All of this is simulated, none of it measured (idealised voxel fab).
You're looking at the process module voxel wiring stack.
Xsec cut, 290 nm wide, square cell size 5 nm.
Each cross-section below is a grid of square cells, stated as bands in top-down order, with one or more rows of cells making up each band. Top height, bottom height, nm. Materials left to right, width each, nm. Single material + "full width" = fills band edge to edge. "air" = empty. Below 0: as-received wafer, all one material; heights counted from there. Lowest band: no bottom, goes on down, written "z 0 and below". With a width like "30->40", each row of cells in the band differs from the next by the same amount, the top row carrying the first number and the bottom row the second. "left unchanged" (step): cross-section cells unchanged, all of them. If an empty space has no open way to the top and is at least 8 cells in size, "Cavities, closed" lists it, written width x height at distance, where distance is measured from the left edge and every value is in nm. If you see something after the settings on a step's line, that's the simulator's own remark about that step. For masked steps, "overlay nm" on the step line gives how far right of plan the mask actually lay; a minus sign means it lay to the left.

### So here's the lineup of process steps we planned
1. RECEIVE,material Si
2. CONFORMAL_DEP,material SiO2,thk nm 10
3. CONFORMAL_DEP,material SiCN,thk nm 5
4. DIRECTIONAL_DEP,material SiO2,thk nm 25
5. MASKED_ETCH,tone open,mask id METAL_1,width nm 20,pitch nm 45,etch materials SiO2,depth nm 25,overlay nm 0
6. MASKED_ETCH,tone open,mask id METAL_1,width nm 20,pitch nm 45,etch materials SiCN,depth nm 5,overlay nm 0
7. CONFORMAL_DEP,material TiN,thk nm 5
8. FILL_DEP,material Cu,thk nm 5
9. CMP,height nm 40
10. CONFORMAL_DEP,material SiCN,thk nm 5
11. DIRECTIONAL_DEP,material SiO2,thk nm 30
12. MASKED_ETCH,tone open,mask id METAL_2,width nm 20,pitch nm 45,etch materials SiO2,depth nm 15,overlay nm 0
13. PATTERN,tone open,mask id METAL_2_HOLES,material resist,width nm 15,thk nm 15,overlay nm 0
14. DIRECTIONAL_ETCH,etch materials SiO2,depth nm 15
15. DIRECTIONAL_ETCH,etch materials SiCN,depth nm 5
16. STRIP,etch materials resist
17. CONFORMAL_DEP,material TiN,thk nm 5
18. FILL_DEP,material Cu,thk nm 5
19. CMP,height nm 75
20. CONFORMAL_DEP,material SiCN,thk nm 5
21. DIRECTIONAL_DEP,material lowk,thk nm 30
22. PATTERN,tone open,mask id METAL_3_HOLES,material resist,width nm 15,pitch nm 45,thk nm 20,overlay nm 0
23. DIRECTIONAL_ETCH,etch materials lowk,depth nm 30
24. STRIP,etch materials resist
25. MASKED_ETCH,tone open,mask id METAL_3,width nm 20,pitch nm 45,etch materials lowk,depth nm 15,overlay nm 0
26. MASKED_ETCH,tone open,mask id METAL_3,width nm 20,pitch nm 45,etch materials SiCN,depth nm 5,overlay nm 0
27. CONFORMAL_DEP,material TiN,thk nm 5
28. FILL_DEP,material Ru,thk nm 5
29. CMP,height nm 110
30. CONFORMAL_DEP,material SiCN,thk nm 5
31. DIRECTIONAL_DEP,material lowk,thk nm 35
32. DIRECTIONAL_DEP,material aC,thk nm 10
33. PATTERN,tone open,mask id METAL_4_HOLES,material resist,width nm 15,thk nm 25,overlay nm 0
34. DIRECTIONAL_ETCH,etch materials aC,depth nm 10
35. STRIP,etch materials resist
36. DIRECTIONAL_ETCH,etch materials lowk,depth nm 35
37. STRIP,etch materials aC
38. PATTERN,tone open,mask id METAL_4,material resist,width nm 20,pitch nm 45,thk nm 15,overlay nm 0
39. DIRECTIONAL_ETCH,etch materials lowk,depth nm 20
40. DIRECTIONAL_ETCH,etch materials SiCN,depth nm 5
41. STRIP,etch materials resist
42. CONFORMAL_DEP,material TiN,thk nm 5
43. FILL_DEP,material Cu,thk nm 10
44. CMP,height nm 150
45. CONFORMAL_DEP,material SiN,thk nm 5

### Wafer, first of two, run as planned

### This is the cross-section of the wafer as we received it, i.e. after step 1
    z 0 and below | Si full width
    Cavities, closed: none

### So this is the wafer cross-section right after step 2
    z 10 to 0 | SiO2 full width
    Everything below 0 is unchanged.

### So this is the wafer cross-section right after step 3
    z 15 to 10 | SiCN full width
    Everything below 10 is unchanged.

### So this is the wafer cross-section right after step 4
    z 40 to 15 | SiO2 full width
    Everything below 15 is unchanged.

### So this is the wafer cross-section right after step 5
    z 40 to 15 | 110 nm SiO2 / 20 nm air / 25 nm SiO2 / 20 nm air / 115 nm SiO2
    Everything below 15 is unchanged.

### So this is the wafer cross-section right after step 6
    z 40 to 15 | 110 nm SiO2 / 20 nm air / 25 nm SiO2 / 20 nm air / 115 nm SiO2
    z 15 to 10 | 110 nm SiCN / 20 nm air / 25 nm SiCN / 20 nm air / 115 nm SiCN
    Everything below 10 is unchanged.

### So this is the wafer cross-section right after step 7
    z 45 to 40 | 115 nm TiN / 10 nm air / 35 nm TiN / 10 nm air / 120 nm TiN
    z 40 to 15 | 110 nm SiO2 / 5 nm TiN / 10 nm air / 5 nm TiN / 25 nm SiO2 / 5 nm TiN / 10 nm air / 5 nm TiN / 115 nm SiO2
    z 15 to 10 | 110 nm SiCN / 20 nm TiN / 25 nm SiCN / 20 nm TiN / 115 nm SiCN
    Everything below 10 is unchanged.

### So this is the wafer cross-section right after step 8
    z 50 to 45 | Cu full width
    z 45 to 40 | 115 nm TiN / 10 nm Cu / 35 nm TiN / 10 nm Cu / 120 nm TiN
    z 40 to 15 | 110 nm SiO2 / 5 nm TiN / 10 nm Cu / 5 nm TiN / 25 nm SiO2 / 5 nm TiN / 10 nm Cu / 5 nm TiN / 115 nm SiO2
    Everything below 15 is unchanged.

### So this is the wafer cross-section right after step 9
    z 40 to 15 | 110 nm SiO2 / 5 nm TiN / 10 nm Cu / 5 nm TiN / 25 nm SiO2 / 5 nm TiN / 10 nm Cu / 5 nm TiN / 115 nm SiO2
    Everything below 15 is unchanged.

### So this is the wafer cross-section right after step 10
    z 45 to 40 | SiCN full width
    Everything below 40 is unchanged.

### So this is the wafer cross-section right after step 11
    z 75 to 45 | SiO2 full width
    Everything below 45 is unchanged.

### So this is the wafer cross-section right after step 12
    z 75 to 60 | 110 nm SiO2 / 20 nm air / 25 nm SiO2 / 20 nm air / 115 nm SiO2
    Everything below 60 is unchanged.

### So this is the wafer cross-section right after step 13
    z 90 to 75 | 110 nm resist / 15 nm air / 165 nm resist
    z 75 to 60 | 110 nm SiO2 / 15 nm air / 5 nm resist / 25 nm SiO2 / 20 nm resist / 115 nm SiO2
    Everything below 60 is unchanged.

### So this is the wafer cross-section right after step 14
    z 90 to 75 | 110 nm resist / 15 nm air / 165 nm resist
    z 75 to 60 | 110 nm SiO2 / 15 nm air / 5 nm resist / 25 nm SiO2 / 20 nm resist / 115 nm SiO2
    z 60 to 45 | 110 nm SiO2 / 15 nm air / 165 nm SiO2
    Everything below 45 is unchanged.

### So this is the wafer cross-section right after step 15
    z 90 to 75 | 110 nm resist / 15 nm air / 165 nm resist
    z 75 to 60 | 110 nm SiO2 / 15 nm air / 5 nm resist / 25 nm SiO2 / 20 nm resist / 115 nm SiO2
    z 60 to 45 | 110 nm SiO2 / 15 nm air / 165 nm SiO2
    z 45 to 40 | 110 nm SiCN / 15 nm air / 165 nm SiCN
    Everything below 40 is unchanged.

### So this is the wafer cross-section right after step 16
    z 75 to 60 | 110 nm SiO2 / 20 nm air / 25 nm SiO2 / 20 nm air / 115 nm SiO2
    Everything below 60 is unchanged.

### So this is the wafer cross-section right after step 17
    z 80 to 75 | 115 nm TiN / 10 nm air / 35 nm TiN / 10 nm air / 120 nm TiN
    z 75 to 65 | 110 nm SiO2 / 5 nm TiN / 10 nm air / 5 nm TiN / 25 nm SiO2 / 5 nm TiN / 10 nm air / 5 nm TiN / 115 nm SiO2
    z 65 to 60 | 110 nm SiO2 / 5 nm TiN / 5 nm air / 10 nm TiN / 25 nm SiO2 / 20 nm TiN / 115 nm SiO2
    z 60 to 45 | 110 nm SiO2 / 5 nm TiN / 5 nm air / 5 nm TiN / 165 nm SiO2
    z 45 to 40 | 110 nm SiCN / 15 nm TiN / 165 nm SiCN
    Everything below 40 is unchanged.

### So this is the wafer cross-section right after step 18
    z 85 to 80 | Cu full width
    z 80 to 75 | 115 nm TiN / 10 nm Cu / 35 nm TiN / 10 nm Cu / 120 nm TiN
    z 75 to 65 | 110 nm SiO2 / 5 nm TiN / 10 nm Cu / 5 nm TiN / 25 nm SiO2 / 5 nm TiN / 10 nm Cu / 5 nm TiN / 115 nm SiO2
    z 65 to 60 | 110 nm SiO2 / 5 nm TiN / 5 nm Cu / 10 nm TiN / 25 nm SiO2 / 20 nm TiN / 115 nm SiO2
    z 60 to 45 | 110 nm SiO2 / 5 nm TiN / 5 nm Cu / 5 nm TiN / 165 nm SiO2
    Everything below 45 is unchanged.

### So this is the wafer cross-section right after step 19
    z 75 to 65 | 110 nm SiO2 / 5 nm TiN / 10 nm Cu / 5 nm TiN / 25 nm SiO2 / 5 nm TiN / 10 nm Cu / 5 nm TiN / 115 nm SiO2
    Everything below 65 is unchanged.

### So this is the wafer cross-section right after step 20
    z 80 to 75 | SiCN full width
    Everything below 75 is unchanged.

### So this is the wafer cross-section right after step 21
    z 110 to 80 | lowk full width
    Everything below 80 is unchanged.

### So this is the wafer cross-section right after step 22
    z 130 to 110 | 110 nm resist / 15 nm air / 30 nm resist / 15 nm air / 120 nm resist
    Everything below 110 is unchanged.

### So this is the wafer cross-section right after step 23
    z 130 to 110 | 110 nm resist / 15 nm air / 30 nm resist / 15 nm air / 120 nm resist
    z 110 to 80 | 110 nm lowk / 15 nm air / 30 nm lowk / 15 nm air / 120 nm lowk
    Everything below 80 is unchanged.

### So this is the wafer cross-section right after step 24
    z 110 to 80 | 110 nm lowk / 15 nm air / 30 nm lowk / 15 nm air / 120 nm lowk
    Everything below 80 is unchanged.

### So this is the wafer cross-section right after step 25
    z 110 to 95 | 110 nm lowk / 20 nm air / 25 nm lowk / 20 nm air / 115 nm lowk
    Everything below 95 is unchanged.

### So this is the wafer cross-section right after step 26
    z 110 to 95 | 110 nm lowk / 20 nm air / 25 nm lowk / 20 nm air / 115 nm lowk
    z 95 to 80 | 110 nm lowk / 15 nm air / 30 nm lowk / 15 nm air / 120 nm lowk
    z 80 to 75 | 110 nm SiCN / 15 nm air / 30 nm SiCN / 15 nm air / 120 nm SiCN
    Everything below 75 is unchanged.

### So this is the wafer cross-section right after step 27
    z 115 to 110 | 115 nm TiN / 10 nm air / 35 nm TiN / 10 nm air / 120 nm TiN
    z 110 to 100 | 110 nm lowk / 5 nm TiN / 10 nm air / 5 nm TiN / 25 nm lowk / 5 nm TiN / 10 nm air / 5 nm TiN / 115 nm lowk
    z 100 to 95 | 110 nm lowk / 5 nm TiN / 5 nm air / 10 nm TiN / 25 nm lowk / 5 nm TiN / 5 nm air / 10 nm TiN / 115 nm lowk
    z 95 to 80 | 110 nm lowk / 5 nm TiN / 5 nm air / 5 nm TiN / 30 nm lowk / 5 nm TiN / 5 nm air / 5 nm TiN / 120 nm lowk
    z 80 to 75 | 110 nm SiCN / 15 nm TiN / 30 nm SiCN / 15 nm TiN / 120 nm SiCN
    Everything below 75 is unchanged.

### So this is the wafer cross-section right after step 28
    z 120 to 115 | Ru full width
    z 115 to 110 | 115 nm TiN / 10 nm Ru / 35 nm TiN / 10 nm Ru / 120 nm TiN
    z 110 to 100 | 110 nm lowk / 5 nm TiN / 10 nm Ru / 5 nm TiN / 25 nm lowk / 5 nm TiN / 10 nm Ru / 5 nm TiN / 115 nm lowk
    z 100 to 95 | 110 nm lowk / 5 nm TiN / 5 nm Ru / 10 nm TiN / 25 nm lowk / 5 nm TiN / 5 nm Ru / 10 nm TiN / 115 nm lowk
    z 95 to 80 | 110 nm lowk / 5 nm TiN / 5 nm Ru / 5 nm TiN / 30 nm lowk / 5 nm TiN / 5 nm Ru / 5 nm TiN / 120 nm lowk
    Everything below 80 is unchanged.

### So this is the wafer cross-section right after step 29
    z 110 to 100 | 110 nm lowk / 5 nm TiN / 10 nm Ru / 5 nm TiN / 25 nm lowk / 5 nm TiN / 10 nm Ru / 5 nm TiN / 115 nm lowk
    Everything below 100 is unchanged.

### So this is the wafer cross-section right after step 30
    z 115 to 110 | SiCN full width
    Everything below 110 is unchanged.

### So this is the wafer cross-section right after step 31
    z 150 to 115 | lowk full width
    Everything below 115 is unchanged.

### So this is the wafer cross-section right after step 32
    z 160 to 150 | aC full width
    Everything below 150 is unchanged.

### So this is the wafer cross-section right after step 33
    z 185 to 160 | 110 nm resist / 15 nm air / 165 nm resist
    Everything below 160 is unchanged.

### So this is the wafer cross-section right after step 34
    z 175 to 160 | 110 nm resist / 15 nm air / 165 nm resist
    z 160 to 150 | 110 nm aC / 15 nm air / 165 nm aC
    Everything below 150 is unchanged.

### So this is the wafer cross-section right after step 35
    z 160 to 150 | 110 nm aC / 15 nm air / 165 nm aC
    Everything below 150 is unchanged.

### So this is the wafer cross-section right after step 36
    z 160 to 150 | 110 nm aC / 15 nm air / 165 nm aC
    z 150 to 115 | 110 nm lowk / 15 nm air / 165 nm lowk
    Everything below 115 is unchanged.

### So this is the wafer cross-section right after step 37
    z 150 to 115 | 110 nm lowk / 15 nm air / 165 nm lowk
    Everything below 115 is unchanged.

### So this is the wafer cross-section right after step 38
    z 165 to 150 | 110 nm resist / 20 nm air / 25 nm resist / 20 nm air / 115 nm resist
    Everything below 150 is unchanged.

### So this is the wafer cross-section right after step 39
    z 165 to 150 | 110 nm resist / 20 nm air / 25 nm resist / 20 nm air / 115 nm resist
    z 150 to 130 | 110 nm lowk / 20 nm air / 25 nm lowk / 20 nm air / 115 nm lowk
    Everything below 130 is unchanged.

### So this is the wafer cross-section right after step 40
    z 165 to 150 | 110 nm resist / 20 nm air / 25 nm resist / 20 nm air / 115 nm resist
    z 150 to 130 | 110 nm lowk / 20 nm air / 25 nm lowk / 20 nm air / 115 nm lowk
    z 130 to 115 | 110 nm lowk / 15 nm air / 165 nm lowk
    z 115 to 110 | 110 nm SiCN / 15 nm air / 165 nm SiCN
    Everything below 110 is unchanged.

### So this is the wafer cross-section right after step 41
    z 150 to 130 | 110 nm lowk / 20 nm air / 25 nm lowk / 20 nm air / 115 nm lowk
    Everything below 130 is unchanged.

### So this is the wafer cross-section right after step 42
    z 155 to 150 | 115 nm TiN / 10 nm air / 35 nm TiN / 10 nm air / 120 nm TiN
    z 150 to 135 | 110 nm lowk / 5 nm TiN / 10 nm air / 5 nm TiN / 25 nm lowk / 5 nm TiN / 10 nm air / 5 nm TiN / 115 nm lowk
    z 135 to 130 | 110 nm lowk / 5 nm TiN / 5 nm air / 10 nm TiN / 25 nm lowk / 20 nm TiN / 115 nm lowk
    z 130 to 115 | 110 nm lowk / 5 nm TiN / 5 nm air / 5 nm TiN / 165 nm lowk
    z 115 to 110 | 110 nm SiCN / 15 nm TiN / 165 nm SiCN
    Everything below 110 is unchanged.

### So this is the wafer cross-section right after step 43
    z 165 to 155 | Cu full width
    z 155 to 150 | 115 nm TiN / 10 nm Cu / 35 nm TiN / 10 nm Cu / 120 nm TiN
    z 150 to 135 | 110 nm lowk / 5 nm TiN / 10 nm Cu / 5 nm TiN / 25 nm lowk / 5 nm TiN / 10 nm Cu / 5 nm TiN / 115 nm lowk
    z 135 to 130 | 110 nm lowk / 5 nm TiN / 5 nm Cu / 10 nm TiN / 25 nm lowk / 20 nm TiN / 115 nm lowk
    z 130 to 115 | 110 nm lowk / 5 nm TiN / 5 nm Cu / 5 nm TiN / 165 nm lowk
    Everything below 115 is unchanged.

### So this is the wafer cross-section right after step 44
    z 150 to 135 | 110 nm lowk / 5 nm TiN / 10 nm Cu / 5 nm TiN / 25 nm lowk / 5 nm TiN / 10 nm Cu / 5 nm TiN / 115 nm lowk
    Everything below 135 is unchanged.

### So this is the wafer cross-section right after step 45
    z 155 to 150 | SiN full width
    Everything below 150 is unchanged.

### Here the second wafer is described. Its start and its plan were those of the first wafer. Its run contained one mistake. Up to and including step 21, it did exactly what the first wafer did

### Cross-sectional representation of the second wafer at the time designated in the plan for the completion of step 22
    z 130 to 110 | 100 nm resist / 15 nm air / 30 nm resist / 15 nm air / 130 nm resist
    Everything below 110 is unchanged.

### Cross-sectional representation of the second wafer at the time designated in the plan for the completion of step 23
    z 130 to 110 | 100 nm resist / 15 nm air / 30 nm resist / 15 nm air / 130 nm resist
    z 110 to 80 | 100 nm lowk / 15 nm air / 30 nm lowk / 15 nm air / 130 nm lowk
    Everything below 80 is unchanged.

### Cross-sectional representation of the second wafer at the time designated in the plan for the completion of step 24
    z 110 to 80 | 100 nm lowk / 15 nm air / 30 nm lowk / 15 nm air / 130 nm lowk
    Everything below 80 is unchanged.

### Cross-sectional representation of the second wafer at the time designated in the plan for the completion of step 25
    z 110 to 95 | 100 nm lowk / 30 nm air / 15 nm lowk / 30 nm air / 115 nm lowk
    Everything below 95 is unchanged.

### Cross-sectional representation of the second wafer at the time designated in the plan for the completion of step 26
    z 110 to 95 | 100 nm lowk / 30 nm air / 15 nm lowk / 30 nm air / 115 nm lowk
    z 95 to 80 | 100 nm lowk / 15 nm air / 30 nm lowk / 15 nm air / 130 nm lowk
    z 80 to 75 | 110 nm SiCN / 5 nm air / 40 nm SiCN / 5 nm air / 130 nm SiCN
    Everything below 75 is unchanged.

### Cross-sectional representation of the second wafer at the time designated in the plan for the completion of step 27
    z 115 to 110 | 105 nm TiN / 20 nm air / 25 nm TiN / 20 nm air / 120 nm TiN
    z 110 to 100 | 100 nm lowk / 5 nm TiN / 20 nm air / 5 nm TiN / 15 nm lowk / 5 nm TiN / 20 nm air / 5 nm TiN / 115 nm lowk
    z 100 to 95 | 100 nm lowk / 5 nm TiN / 5 nm air / 20 nm TiN / 15 nm lowk / 5 nm TiN / 5 nm air / 20 nm TiN / 115 nm lowk
    z 95 to 85 | 100 nm lowk / 5 nm TiN / 5 nm air / 5 nm TiN / 30 nm lowk / 5 nm TiN / 5 nm air / 5 nm TiN / 130 nm lowk
    z 85 to 80 | 100 nm lowk / 15 nm TiN / 30 nm lowk / 15 nm TiN / 130 nm lowk
    z 80 to 75 | 110 nm SiCN / 5 nm TiN / 40 nm SiCN / 5 nm TiN / 130 nm SiCN
    Everything below 75 is unchanged.

### Cross-sectional representation of the second wafer at the time designated in the plan for the completion of step 28
    z 120 to 115 | Ru full width
    z 115 to 110 | 105 nm TiN / 20 nm Ru / 25 nm TiN / 20 nm Ru / 120 nm TiN
    z 110 to 100 | 100 nm lowk / 5 nm TiN / 20 nm Ru / 5 nm TiN / 15 nm lowk / 5 nm TiN / 20 nm Ru / 5 nm TiN / 115 nm lowk
    z 100 to 95 | 100 nm lowk / 5 nm TiN / 5 nm Ru / 20 nm TiN / 15 nm lowk / 5 nm TiN / 5 nm Ru / 20 nm TiN / 115 nm lowk
    z 95 to 85 | 100 nm lowk / 5 nm TiN / 5 nm Ru / 5 nm TiN / 30 nm lowk / 5 nm TiN / 5 nm Ru / 5 nm TiN / 130 nm lowk
    Everything below 85 is unchanged.

### Cross-sectional representation of the second wafer at the time designated in the plan for the completion of step 29
    z 110 to 100 | 100 nm lowk / 5 nm TiN / 20 nm Ru / 5 nm TiN / 15 nm lowk / 5 nm TiN / 20 nm Ru / 5 nm TiN / 115 nm lowk
    Everything below 100 is unchanged.

### Cross-sectional representation of the second wafer at the time designated in the plan for the completion of step 30
    z 115 to 110 | SiCN full width
    Everything below 110 is unchanged.

### Cross-sectional representation of the second wafer at the time designated in the plan for the completion of step 31
    z 150 to 115 | lowk full width
    Everything below 115 is unchanged.

### Cross-sectional representation of the second wafer at the time designated in the plan for the completion of step 32
    z 160 to 150 | aC full width
    Everything below 150 is unchanged.

### Cross-sectional representation of the second wafer at the time designated in the plan for the completion of step 33
    z 185 to 160 | 110 nm resist / 15 nm air / 165 nm resist
    Everything below 160 is unchanged.

### Cross-sectional representation of the second wafer at the time designated in the plan for the completion of step 34
    z 175 to 160 | 110 nm resist / 15 nm air / 165 nm resist
    z 160 to 150 | 110 nm aC / 15 nm air / 165 nm aC
    Everything below 150 is unchanged.

### Cross-sectional representation of the second wafer at the time designated in the plan for the completion of step 35
    z 160 to 150 | 110 nm aC / 15 nm air / 165 nm aC
    Everything below 150 is unchanged.

### Cross-sectional representation of the second wafer at the time designated in the plan for the completion of step 36
    z 160 to 150 | 110 nm aC / 15 nm air / 165 nm aC
    z 150 to 115 | 110 nm lowk / 15 nm air / 165 nm lowk
    Everything below 115 is unchanged.

### Cross-sectional representation of the second wafer at the time designated in the plan for the completion of step 37
    z 150 to 115 | 110 nm lowk / 15 nm air / 165 nm lowk
    Everything below 115 is unchanged.

### Cross-sectional representation of the second wafer at the time designated in the plan for the completion of step 38
    z 165 to 150 | 110 nm resist / 20 nm air / 25 nm resist / 20 nm air / 115 nm resist
    Everything below 150 is unchanged.

### Cross-sectional representation of the second wafer at the time designated in the plan for the completion of step 39
    z 165 to 150 | 110 nm resist / 20 nm air / 25 nm resist / 20 nm air / 115 nm resist
    z 150 to 130 | 110 nm lowk / 20 nm air / 25 nm lowk / 20 nm air / 115 nm lowk
    Everything below 130 is unchanged.

### Cross-sectional representation of the second wafer at the time designated in the plan for the completion of step 40
    z 165 to 150 | 110 nm resist / 20 nm air / 25 nm resist / 20 nm air / 115 nm resist
    z 150 to 130 | 110 nm lowk / 20 nm air / 25 nm lowk / 20 nm air / 115 nm lowk
    z 130 to 115 | 110 nm lowk / 15 nm air / 165 nm lowk
    z 115 to 110 | 110 nm SiCN / 15 nm air / 165 nm SiCN
    Everything below 110 is unchanged.

### Cross-sectional representation of the second wafer at the time designated in the plan for the completion of step 41
    z 150 to 130 | 110 nm lowk / 20 nm air / 25 nm lowk / 20 nm air / 115 nm lowk
    Everything below 130 is unchanged.

### Cross-sectional representation of the second wafer at the time designated in the plan for the completion of step 42
    z 155 to 150 | 115 nm TiN / 10 nm air / 35 nm TiN / 10 nm air / 120 nm TiN
    z 150 to 135 | 110 nm lowk / 5 nm TiN / 10 nm air / 5 nm TiN / 25 nm lowk / 5 nm TiN / 10 nm air / 5 nm TiN / 115 nm lowk
    z 135 to 130 | 110 nm lowk / 5 nm TiN / 5 nm air / 10 nm TiN / 25 nm lowk / 20 nm TiN / 115 nm lowk
    z 130 to 115 | 110 nm lowk / 5 nm TiN / 5 nm air / 5 nm TiN / 165 nm lowk
    z 115 to 110 | 110 nm SiCN / 15 nm TiN / 165 nm SiCN
    Everything below 110 is unchanged.

### Cross-sectional representation of the second wafer at the time designated in the plan for the completion of step 43
    z 165 to 155 | Cu full width
    z 155 to 150 | 115 nm TiN / 10 nm Cu / 35 nm TiN / 10 nm Cu / 120 nm TiN
    z 150 to 135 | 110 nm lowk / 5 nm TiN / 10 nm Cu / 5 nm TiN / 25 nm lowk / 5 nm TiN / 10 nm Cu / 5 nm TiN / 115 nm lowk
    z 135 to 130 | 110 nm lowk / 5 nm TiN / 5 nm Cu / 10 nm TiN / 25 nm lowk / 20 nm TiN / 115 nm lowk
    z 130 to 115 | 110 nm lowk / 5 nm TiN / 5 nm Cu / 5 nm TiN / 165 nm lowk
    Everything below 115 is unchanged.

### Cross-sectional representation of the second wafer at the time designated in the plan for the completion of step 44
    z 150 to 135 | 110 nm lowk / 5 nm TiN / 10 nm Cu / 5 nm TiN / 25 nm lowk / 5 nm TiN / 10 nm Cu / 5 nm TiN / 115 nm lowk
    Everything below 135 is unchanged.

### Cross-sectional representation of the second wafer at the time designated in the plan for the completion of step 45
    z 155 to 150 | SiN full width
    Everything below 150 is unchanged.
In executing the process, a mistake was made relative to the plan: step 22 off recipe, ran as PATTERN,tone open,mask id METAL_3_HOLES,material resist,width nm 15,pitch nm 45,thk nm 20,overlay nm -10
The second wafer ends with more or fewer cells of some materials than the first, per final count: 6 more of Ru, 4 more of SiCN, 2 more of TiN, 12 fewer of lowk
